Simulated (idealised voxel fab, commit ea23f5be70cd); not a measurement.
process module | voxel air gaps
cross-section cut | 245 nm wide | cells 5 nm
A cross-section is a grid of square cells, given in bands from the top down. A band is one or more rows of cells.
Each band's line starts with the height of the band's top and of its bottom, in nm. Then come its materials from left to right, each with its width in nm. One material with "throughout" fills the band from edge to edge. "air" is empty space.
Height 0 is the level under which the wafer as received is all one material. The lowest band goes on downwards, as in "0 down".
A width such as "30 to 40" changes by the same amount from each row of cells to the next, from the band's top row to its bottom row.
"no change" after a step means that no cell of the cross-section changed.
closed voids: empty space of 8 cells or more with no open way to the top, each as width x height at its distance from the left edge, in nm
after a step's settings: what the simulator itself notes on the step
overlay nm, on a step with a mask: how far to the right of its planned place the mask lay; to the left if negative
plan
1 op RECEIVE | material Si
2 op CONFORMAL_DEP | material SiO2 | thk nm 10
3 op CONFORMAL_DEP | material SiN | thk nm 5
4 op DIRECTIONAL_DEP | material lowk | thk nm 40
5 op DIRECTIONAL_DEP | material aC | thk nm 10
6 op PATTERN | tone open | mask id LINES | material resist | width nm 25 | pitch nm 50 | thk nm 30 | overlay nm 0
7 op DIRECTIONAL_ETCH | etch materials aC | depth nm 10
8 op STRIP | etch materials resist
9 op DIRECTIONAL_ETCH | etch materials lowk | depth nm 40
10 op STRIP | etch materials aC
11 op CONFORMAL_DEP | material TiN | thk nm 5
12 op FILL_DEP | material Ru | thk nm 5
13 op CMP | height nm 55
14 op EPI | material Ru | thk nm 10
15 op SELECTIVE_ETCH | etch materials lowk | depth nm 50
16 op CONFORMAL_DEP | material SiN | thk nm 5
varied across the wafers: thk nm of step 16. The plan shows the first wafer's value. All wafers start alike
first wafer as received, after step 1
  0 down: Si throughout
  closed voids: none
first wafer at the end, after step 16
  70 to 65: air 45 | SiN 155 | air 45
  65 to 55: air 45 | SiN 5 | Ru 45 | SiN 5 | Ru 45 | SiN 5 | Ru 45 | SiN 5 | air 45
  55 to 50: air 45 | SiN 15 | TiN 5 | Ru 15 | TiN 5 | SiN 25 | TiN 5 | Ru 15 | TiN 5 | SiN 25 | TiN 5 | Ru 15 | TiN 5 | SiN 15 | air 45
  50 to 20: air 55 | SiN 5 | TiN 5 | Ru 15 | TiN 5 | SiN 5 | air 15 | SiN 5 | TiN 5 | Ru 15 | TiN 5 | SiN 5 | air 15 | SiN 5 | TiN 5 | Ru 15 | TiN 5 | SiN 5 | air 55
  20 to 15: SiN 60 | TiN 25 | SiN 25 | TiN 25 | SiN 25 | TiN 25 | SiN 60
  15 to 10: SiN throughout
  10 to 0: SiO2 throughout
  0 down: Si throughout
  closed voids: 15 x 30 at 90; 15 x 30 at 140
last wafer at the end
  85 to 65: air 30 | SiN 185 | air 30
  65 to 55: air 30 | SiN 20 | Ru 45 | SiN 5 | Ru 45 | SiN 5 | Ru 45 | SiN 20 | air 30
  55 to 50: air 30 | SiN 30 | TiN 5 | Ru 15 | TiN 5 | SiN 25 | TiN 5 | Ru 15 | TiN 5 | SiN 25 | TiN 5 | Ru 15 | TiN 5 | SiN 30 | air 30
  50 to 35: air 30 | SiN 30 | TiN 5 | Ru 15 | TiN 5 | SiN 5 | air 15 | SiN 5 | TiN 5 | Ru 15 | TiN 5 | SiN 5 | air 15 | SiN 5 | TiN 5 | Ru 15 | TiN 5 | SiN 30 | air 30
  35 to 20: SiN 60 | TiN 5 | Ru 15 | TiN 5 | SiN 5 | air 15 | SiN 5 | TiN 5 | Ru 15 | TiN 5 | SiN 5 | air 15 | SiN 5 | TiN 5 | Ru 15 | TiN 5 | SiN 60
  20 to 15: SiN 60 | TiN 25 | SiN 25 | TiN 25 | SiN 25 | TiN 25 | SiN 60
  15 to 10: SiN throughout
  10 to 0: SiO2 throughout
  0 down: Si throughout
  closed voids: 15 x 30 at 90; 15 x 30 at 140
each wafer at the end: cells of each material gained (+) or lost (-) since it was received, then its closed voids
thk nm 5 | +117 Ru | +174 SiN | +98 SiO2 | +57 TiN | closed voids: 15 x 30 at 90; 15 x 30 at 140
thk nm 10 | +117 Ru | +251 SiN | +98 SiO2 | +57 TiN | closed voids: 15 x 30 at 90; 15 x 30 at 140
thk nm 15 | +117 Ru | +328 SiN | +98 SiO2 | +57 TiN | closed voids: 15 x 30 at 90; 15 x 30 at 140
thk nm 20 | +117 Ru | +405 SiN | +98 SiO2 | +57 TiN | closed voids: 15 x 30 at 90; 15 x 30 at 140
